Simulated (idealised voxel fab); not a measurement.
The document below concerns the process module designated voxel capacitor over wiring.
It is cross-section cut that appears here, measuring 275 nm in width, its square cells being 5 nm in size.
How to read a cross-section here: the picture is a grid of square cells, written as bands going from the top down, and any band can span one or more rows of cells.
Band entry format. Leading values: height of top, height of bottom, nm. Remainder: materials in left-to-right order, each with its width in nm. Special words: "throughout" on a single material, which then fills the band edge to edge; "empty", empty space.
Beneath 0, the wafer as received is one material, and that level is where height counting begins. The lowest band goes on downward without a bottom; it is written like "z 0 and below".
With a width like "30..40", each row of cells in the band differs from the next by the same amount, the top row carrying the first number and the bottom row the second.
Basically "remained unchanged" means that step didn't change any cell in the cross-section.
Closed empty spaces (no open way to the top) of 8 cells or more are what "Internal closed voids" lists, each as width x height at distance from the left edge, nm for all three.
On each step's line, the part that comes after the settings is the simulator's own comment on the step.
overlay nm, on a step with a mask: how far to the right of its planned place the mask lay; to the left if negative

**Steps in the process plan**
1: RECEIVE, material Si
2: CONFORMAL_DEP, material SiO2, thk nm 15
3: CONFORMAL_DEP, material SiN, thk nm 5
4: DIRECTIONAL_DEP, material SiO2, thk nm 20
5: MASKED_ETCH, tone open, mask id METAL_1, width nm 20, pitch nm 70, etch materials SiO2, depth nm 20, overlay nm 0
6: MASKED_ETCH, tone open, mask id METAL_1, width nm 20, pitch nm 70, etch materials SiN, depth nm 5, overlay nm 0
7: CONFORMAL_DEP, material TiN, thk nm 5
8: FILL_DEP, material W, thk nm 5
9: CMP, height nm 40
10: CONFORMAL_DEP, material SiCN, thk nm 5
11: DIRECTIONAL_DEP, material lowk, thk nm 10
12: PATTERN, tone open, mask id PLUG_1, material resist, width nm 15, thk nm 15, overlay nm 0
13: DIRECTIONAL_ETCH, etch materials lowk, depth nm 10
14: DIRECTIONAL_ETCH, etch materials SiCN, depth nm 5
15: STRIP, etch materials resist
16: CONFORMAL_DEP, material TiN, thk nm 5
17: FILL_DEP, material Cu, thk nm 10
18: CMP, height nm 55
19: DIRECTIONAL_DEP, material TiN, thk nm 10
20: DIRECTIONAL_DEP, material SiN, thk nm 5
21: DIRECTIONAL_DEP, material TiN, thk nm 10
22: MASKED_ETCH, tone cover, mask id UPPER_PLATE, width nm 55, etch materials TiN, depth nm 10, overlay nm 0
23: MASKED_ETCH, tone cover, mask id UPPER_PLATE, width nm 45, etch materials SiN, depth nm 5, overlay nm 0
24: MASKED_ETCH, tone cover, mask id LOWER_PLATE, width nm 65, etch materials TiN, depth nm 10, overlay nm 0
25: FILL_DEP, material SiO2, thk nm 15
26: CMP, height nm 90
27: MASKED_ETCH, tone open, mask id PLUG_2, width nm 15, etch materials SiO2, depth nm 10, overlay nm 0
28: CONFORMAL_DEP, material TiN, thk nm 5
29: FILL_DEP, material W, thk nm 10
30: CMP, height nm 90
31: CONFORMAL_DEP, material SiN, thk nm 5
The plan's step 23 width nm is the first wafer's value; the wafers differ in this setting and start identical.

**The first of several wafers, as received after step 1, seen in section**
* z 0 and below = Si throughout
* Internal closed voids: none

**Module end state after final step 31: cross-section of the first of several wafers**
* z 95 to 90 = SiN throughout
* z 90 to 85 = 105 SiO2 / 5 TiN / 5 W / 5 TiN / 155 SiO2
* z 85 to 80 = 105 SiO2 / 15 TiN / 155 SiO2
* z 80 to 70 = 95 SiO2 / 55 TiN / 125 SiO2
* z 70 to 65 = 95 SiO2 / 55 SiN / 125 SiO2
* z 65 to 55 = 90 SiO2 / 65 TiN / 120 SiO2
* z 55 to 45 = 95 lowk / 5 TiN / 5 Cu / 5 TiN / 165 lowk
* z 45 to 40 = 95 SiCN / 15 TiN / 165 SiCN
* z 40 to 20 = 90 SiO2 / 5 TiN / 10 W / 5 TiN / 50 SiO2 / 5 TiN / 10 W / 5 TiN / 95 SiO2
* z 20 to 15 = 90 SiN / 20 TiN / 50 SiN / 20 TiN / 95 SiN
* z 15 to 0 = SiO2 throughout
* z 0 and below = Si throughout
* Internal closed voids: none

**Cross-section of the last wafer at end of module**
* z 95 to 90 = SiN throughout
* z 90 to 85 = 105 SiO2 / 5 TiN / 5 W / 5 TiN / 155 SiO2
* z 85 to 80 = 105 SiO2 / 15 TiN / 155 SiO2
* z 80 to 70 = 95 SiO2 / 55 TiN / 125 SiO2
* z 70 to 65 = 90 SiO2 / 70 SiN / 115 SiO2
* z 65 to 55 = 90 SiO2 / 70 TiN / 115 SiO2
* z 55 to 45 = 95 lowk / 5 TiN / 5 Cu / 5 TiN / 165 lowk
* z 45 to 40 = 95 SiCN / 15 TiN / 165 SiCN
* z 40 to 20 = 90 SiO2 / 5 TiN / 10 W / 5 TiN / 50 SiO2 / 5 TiN / 10 W / 5 TiN / 95 SiO2
* z 20 to 15 = 90 SiN / 20 TiN / 50 SiN / 20 TiN / 95 SiN
* z 15 to 0 = SiO2 throughout
* z 0 and below = Si throughout
* Internal closed voids: none

**Per wafer, end of module: cells gained (+) or lost (-) per material since receipt, then closed voids**
width nm 45; +2 Cu; +52 SiCN; +113 SiN; +673 SiO2; +84 TiN; +17 W; +104 lowk; Internal closed voids: none
width nm 50; +2 Cu; +52 SiCN; +113 SiN; +673 SiO2; +84 TiN; +17 W; +104 lowk; Internal closed voids: none
width nm 55; +2 Cu; +52 SiCN; +113 SiN; +673 SiO2; +84 TiN; +17 W; +104 lowk; Internal closed voids: none
width nm 60; +2 Cu; +52 SiCN; +114 SiN; +672 SiO2; +84 TiN; +17 W; +104 lowk; Internal closed voids: none
width nm 65; +2 Cu; +52 SiCN; +115 SiN; +671 SiO2; +84 TiN; +17 W; +104 lowk; Internal closed voids: none
width nm 70; +2 Cu; +52 SiCN; +116 SiN; +668 SiO2; +86 TiN; +17 W; +104 lowk; Internal closed voids: none
